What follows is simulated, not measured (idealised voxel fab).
The following process module bears the name voxel self aligned vias.
Pictured: cross-section cut, 295 nm wide, on a grid of 5 nm square cells.
Bands, listed from the top down, are how a cross-section gets written in this document; the cross-section itself is a grid of square cells, and a band is one or more rows of them. The band entry comprises the height of the band's top followed by the height of its bottom, expressed in nm, and subsequently the band's materials from left to right, each stated together with its width in nm. Where a single material is marked with the word "all across", that material fills the band from edge to edge. The word "air" represents empty space. Below 0: as-received wafer, all one material; heights counted from there. Lowest band: no bottom, goes on down, written "0 -> down". Per-row width for "30..40": begins at first number (top row of band), ends at second number (bottom row), increment between rows held constant. When a step is marked "stayed the same", none of the cells in the cross-section changed during that step. Entry "Sealed internal voids". Content: empty spaces with no open connection to the top, size 8 cells or greater. Each: width x height at distance. Distance: from left edge. Unit: nm. Post-settings text on a step line: simulator's own remark regarding the step. Each step line may optionally specify "overlay nm", which for a step with a mask gives the rightward distance between the mask's planned place and where it lay, a negative value indicating the leftward direction.
So here's the lineup of process steps we planned:
1 RECEIVE: material Si
2 CONFORMAL_DEP: material SiO2, thk nm 10
3 CONFORMAL_DEP: material SiCN, thk nm 5
4 DIRECTIONAL_DEP: material SiO2, thk nm 25
5 DIRECTIONAL_DEP: material aC, thk nm 15
6 PATTERN: tone open, mask id LINES, material resist, width nm 20, pitch nm 55, thk nm 30, overlay nm 0
7 DIRECTIONAL_ETCH: etch materials aC, depth nm 15
8 STRIP: etch materials resist
9 DIRECTIONAL_ETCH: etch materials SiO2, depth nm 25
10 STRIP: etch materials aC
11 CONFORMAL_DEP: material TiN, thk nm 5
12 FILL_DEP: material W, thk nm 10
13 CMP: height nm 40
14 SELECTIVE_ETCH: etch materials W Ru TiN, depth nm 5
15 FILL_DEP: material SiN, thk nm 5
16 CMP: height nm 40
17 DIRECTIONAL_DEP: material SiO2, thk nm 20
18 MASKED_ETCH: tone open, mask id VIAS, width nm 30, pitch nm 55, etch materials SiO2, depth nm 20, overlay nm 0
19 MASKED_ETCH: tone open, mask id VIAS, width nm 30, pitch nm 55, etch materials SiN, depth nm 5, overlay nm 0
20 CONFORMAL_DEP: material TiN, thk nm 5
21 FILL_DEP: material Ru, thk nm 10
22 CMP: height nm 60
23 CONFORMAL_DEP: material SiN, thk nm 5
First of two wafers, with the run carried out as planned:
Wafer cross-section on receipt, i.e. after step 1:
	0 -> down = Si all across
	Sealed internal voids: none
After step 2: wafer cross-section:
	10 -> 0 = SiO2 all across
	Lower than 0, everything is as it was.
After step 3: wafer cross-section:
	15 -> 10 = SiCN all across
	Lower than 10, everything is as it was.
After step 4: wafer cross-section:
	40 -> 15 = SiO2 all across
	Lower than 15, everything is as it was.
After step 5: wafer cross-section:
	55 -> 40 = aC all across
	Lower than 40, everything is as it was.
After step 6: wafer cross-section:
	85 -> 55 = resist=80, air=20, resist=35, air=20, resist=35, air=20, resist=85
	Lower than 55, everything is as it was.
After step 7: wafer cross-section:
	70 -> 55 = resist=80, air=20, resist=35, air=20, resist=35, air=20, resist=85
	55 -> 40 = aC=80, air=20, aC=35, air=20, aC=35, air=20, aC=85
	Lower than 40, everything is as it was.
After step 8: wafer cross-section:
	55 -> 40 = aC=80, air=20, aC=35, air=20, aC=35, air=20, aC=85
	Lower than 40, everything is as it was.
After step 9: wafer cross-section:
	55 -> 40 = aC=80, air=20, aC=35, air=20, aC=35, air=20, aC=85
	40 -> 15 = SiO2=80, air=20, SiO2=35, air=20, SiO2=35, air=20, SiO2=85
	Lower than 15, everything is as it was.
After step 10: wafer cross-section:
	40 -> 15 = SiO2=80, air=20, SiO2=35, air=20, SiO2=35, air=20, SiO2=85
	Lower than 15, everything is as it was.
After step 11: wafer cross-section:
	45 -> 40 = TiN=85, air=10, TiN=45, air=10, TiN=45, air=10, TiN=90
	40 -> 20 = SiO2=80, TiN=5, air=10, TiN=5, SiO2=35, TiN=5, air=10, TiN=5, SiO2=35, TiN=5, air=10, TiN=5, SiO2=85
	20 -> 15 = SiO2=80, TiN=20, SiO2=35, TiN=20, SiO2=35, TiN=20, SiO2=85
	Lower than 15, everything is as it was.
After step 12: wafer cross-section:
	55 -> 45 = W all across
	45 -> 40 = TiN=85, W=10, TiN=45, W=10, TiN=45, W=10, TiN=90
	40 -> 20 = SiO2=80, TiN=5, W=10, TiN=5, SiO2=35, TiN=5, W=10, TiN=5, SiO2=35, TiN=5, W=10, TiN=5, SiO2=85
	Lower than 20, everything is as it was.
After step 13: wafer cross-section:
	40 -> 20 = SiO2=80, TiN=5, W=10, TiN=5, SiO2=35, TiN=5, W=10, TiN=5, SiO2=35, TiN=5, W=10, TiN=5, SiO2=85
	Lower than 20, everything is as it was.
After step 14: wafer cross-section:
	40 -> 35 = SiO2=80, air=20, SiO2=35, air=20, SiO2=35, air=20, SiO2=85
	Lower than 35, everything is as it was.
After step 15: wafer cross-section:
	45 -> 40 = SiN all across
	40 -> 35 = SiO2=80, SiN=20, SiO2=35, SiN=20, SiO2=35, SiN=20, SiO2=85
	Lower than 35, everything is as it was.
After step 16: wafer cross-section:
	40 -> 35 = SiO2=80, SiN=20, SiO2=35, SiN=20, SiO2=35, SiN=20, SiO2=85
	Lower than 35, everything is as it was.
After step 17: wafer cross-section:
	60 -> 40 = SiO2 all across
	Lower than 40, everything is as it was.
After step 18: wafer cross-section:
	60 -> 40 = SiO2=75, air=30, SiO2=25, air=30, SiO2=25, air=30, SiO2=80
	Lower than 40, everything is as it was.
After step 19: wafer cross-section:
	60 -> 40 = SiO2=75, air=30, SiO2=25, air=30, SiO2=25, air=30, SiO2=80
	40 -> 35 = SiO2=80, air=20, SiO2=35, air=20, SiO2=35, air=20, SiO2=85
	Lower than 35, everything is as it was.
After step 20: wafer cross-section:
	65 -> 60 = TiN=80, air=20, TiN=35, air=20, TiN=35, air=20, TiN=85
	60 -> 45 = SiO2=75, TiN=5, air=20, TiN=5, SiO2=25, TiN=5, air=20, TiN=5, SiO2=25, TiN=5, air=20, TiN=5, SiO2=80
	45 -> 40 = SiO2=75, TiN=10, air=10, TiN=10, SiO2=25, TiN=10, air=10, TiN=10, SiO2=25, TiN=10, air=10, TiN=10, SiO2=80
	40 -> 35 = SiO2=80, TiN=20, SiO2=35, TiN=20, SiO2=35, TiN=20, SiO2=85
	Lower than 35, everything is as it was.
After step 21: wafer cross-section:
	75 -> 65 = Ru all across
	65 -> 60 = TiN=80, Ru=20, TiN=35, Ru=20, TiN=35, Ru=20, TiN=85
	60 -> 45 = SiO2=75, TiN=5, Ru=20, TiN=5, SiO2=25, TiN=5, Ru=20, TiN=5, SiO2=25, TiN=5, Ru=20, TiN=5, SiO2=80
	45 -> 40 = SiO2=75, TiN=10, Ru=10, TiN=10, SiO2=25, TiN=10, Ru=10, TiN=10, SiO2=25, TiN=10, Ru=10, TiN=10, SiO2=80
	Lower than 40, everything is as it was.
After step 22: wafer cross-section:
	60 -> 45 = SiO2=75, TiN=5, Ru=20, TiN=5, SiO2=25, TiN=5, Ru=20, TiN=5, SiO2=25, TiN=5, Ru=20, TiN=5, SiO2=80
	Lower than 45, everything is as it was.
After step 23: wafer cross-section:
	65 -> 60 = SiN all across
	Lower than 60, everything is as it was.
Second of two: same start, same plan, one run error; steps up to and including 17 match the first:
Second wafer, cut view, end of step 18 per plan:
	60 -> 40 = SiO2=80, air=25, SiO2=30, air=25, SiO2=30, air=25, SiO2=80
	Lower than 40, everything is as it was.
Second wafer, cut view, end of step 19 per plan:
	60 -> 40 = SiO2=80, air=25, SiO2=30, air=25, SiO2=30, air=25, SiO2=80
	40 -> 35 = SiO2=80, air=20, SiO2=35, air=20, SiO2=35, air=20, SiO2=85
	Lower than 35, everything is as it was.
Second wafer, cut view, end of step 20 per plan:
	65 -> 60 = TiN=85, air=15, TiN=40, air=15, TiN=40, air=15, TiN=85
	60 -> 45 = SiO2=80, TiN=5, air=15, TiN=5, SiO2=30, TiN=5, air=15, TiN=5, SiO2=30, TiN=5, air=15, TiN=5, SiO2=80
	45 -> 40 = SiO2=80, TiN=5, air=10, TiN=10, SiO2=30, TiN=5, air=10, TiN=10, SiO2=30, TiN=5, air=10, TiN=10, SiO2=80
	40 -> 35 = SiO2=80, TiN=20, SiO2=35, TiN=20, SiO2=35, TiN=20, SiO2=85
	Lower than 35, everything is as it was.
Second wafer, cut view, end of step 21 per plan:
	75 -> 65 = Ru all across
	65 -> 60 = TiN=85, Ru=15, TiN=40, Ru=15, TiN=40, Ru=15, TiN=85
	60 -> 45 = SiO2=80, TiN=5, Ru=15, TiN=5, SiO2=30, TiN=5, Ru=15, TiN=5, SiO2=30, TiN=5, Ru=15, TiN=5, SiO2=80
	45 -> 40 = SiO2=80, TiN=5, Ru=10, TiN=10, SiO2=30, TiN=5, Ru=10, TiN=10, SiO2=30, TiN=5, Ru=10, TiN=10, SiO2=80
	Lower than 40, everything is as it was.
Second wafer, cut view, end of step 22 per plan:
	60 -> 45 = SiO2=80, TiN=5, Ru=15, TiN=5, SiO2=30, TiN=5, Ru=15, TiN=5, SiO2=30, TiN=5, Ru=15, TiN=5, SiO2=80
	Lower than 45, everything is as it was.
Second wafer, cut view, end of step 23 per plan:
	65 -> 60 = SiN all across
	Lower than 60, everything is as it was.
Heads up, the wafer didn't run the way we planned it: contrary to plan, step 18 was performed as MASKED_ETCH: tone open, mask id VIAS, width nm 25, pitch nm 55, etch materials SiO2, depth nm 20, overlay nm 0
At the finish, the second wafer shows more or fewer cells for some materials than the first does: Ru -9, SiO2 +12, TiN -3
